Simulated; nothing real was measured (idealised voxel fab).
Documented hereafter: the process module known as voxel ribs on slabs.
Each square cell in cross-section cut measures 5 nm, and the section as a whole is 155 nm wide.
The cross-sections in this document take the form of a grid made of square cells. They are written out as bands, in order from top to bottom. Each band consists of one or more rows of cells.
First you get the band's top height and its bottom height, in nm, and then the materials it's made of, left to right, with each width in nm. If you see a single material with "full width", that one covers the band edge to edge. "blank" is empty space.
Convention: height 0 is the level below which the wafer, as received, is all one material. The lowest band does not terminate at the bottom but continues downward, represented as "top 0, no bottom".
With a width like "30 to 40", each row of cells in the band differs from the next by the same amount, the top row carrying the first number and the bottom row the second.
You'll sometimes find "all unchanged" written for a step, and that's the way of saying that nowhere in the cross-section did a cell change during that step.
Enclosed voids (no open way to top), threshold 8 cells or more, entry "Voids lacking openings", notation width x height at distance, distance from left edge, nm.
Text after the settings on a step's line: the simulator's own remark on that step.
overlay nm: mask offset rightward from planned place, masked step; negative means leftward offset.
-- The steps planned for the process are as follows
1) RECEIVE | material Si
2) DIRECTIONAL_DEP | material SiO2 | thk nm 20
3) DIRECTIONAL_DEP | material polySi | thk nm 25
4) MASKED_ETCH | tone cover | mask id RIB | width nm 20 | etch materials polySi | depth nm 20 | overlay nm 0
5) MASKED_ETCH | tone cover | mask id SLAB | width nm 70 | etch materials polySi | depth nm 5 | overlay nm -15
6) FILL_DEP | material SiO2 | thk nm 20
7) CMP | height nm 55
8) DIRECTIONAL_DEP | material TiN | thk nm 10
9) PATTERN | tone cover | mask id HEATER | material resist | width nm 30 | thk nm 20 | overlay nm 0
10) DIRECTIONAL_ETCH | etch materials TiN | depth nm 10
11) STRIP | etch materials resist
12) CONFORMAL_DEP | material SiO2 | thk nm 5
The overlay nm used in step 5 is not the same on every wafer, whereas the starting condition is; the value printed in the plan is the first wafer's.
-- Sectional view: first of several wafers, as received, after step 1
    top 0, no bottom | Si full width
    Voids lacking openings: none
-- End-of-module cross-section, first of several wafers, after last step 12
    top 70, bottom 65 | 55 of blank / 40 of SiO2 / 60 of blank
    top 65, bottom 60 | 55 of blank / 5 of SiO2 / 30 of TiN / 5 of SiO2 / 60 of blank
    top 60, bottom 55 | 60 of SiO2 / 30 of TiN / 65 of SiO2
    top 55, bottom 45 | SiO2 full width
    top 45, bottom 25 | 65 of SiO2 / 20 of polySi / 70 of SiO2
    top 25, bottom 20 | 25 of SiO2 / 70 of polySi / 60 of SiO2
    top 20, bottom 0 | SiO2 full width
    top 0, no bottom | Si full width
    Voids lacking openings: none
-- Module end, final wafer: cross-section
    top 70, bottom 65 | 55 of blank / 40 of SiO2 / 60 of blank
    top 65, bottom 60 | 55 of blank / 5 of SiO2 / 30 of TiN / 5 of SiO2 / 60 of blank
    top 60, bottom 55 | 60 of SiO2 / 30 of TiN / 65 of SiO2
    top 55, bottom 45 | SiO2 full width
    top 45, bottom 25 | 65 of SiO2 / 20 of polySi / 70 of SiO2
    top 25, bottom 20 | 55 of SiO2 / 70 of polySi / 30 of SiO2
    top 20, bottom 0 | SiO2 full width
    top 0, no bottom | Si full width
    Voids lacking openings: none
-- Below, a row for every wafer. Read it as the end-of-module picture: for each material the wafer shows its cells gained (+) or lost (-) since it was received, and then its closed voids
overlay nm -15; +346 SiO2; +12 TiN; +30 polySi; Voids lacking openings: none
overlay nm -10; +346 SiO2; +12 TiN; +30 polySi; Voids lacking openings: none
overlay nm -5; +346 SiO2; +12 TiN; +30 polySi; Voids lacking openings: none
overlay nm 0; +346 SiO2; +12 TiN; +30 polySi; Voids lacking openings: none
overlay nm 5; +346 SiO2; +12 TiN; +30 polySi; Voids lacking openings: none
overlay nm 10; +346 SiO2; +12 TiN; +30 polySi; Voids lacking openings: none
overlay nm 15; +346 SiO2; +12 TiN; +30 polySi; Voids lacking openings: none
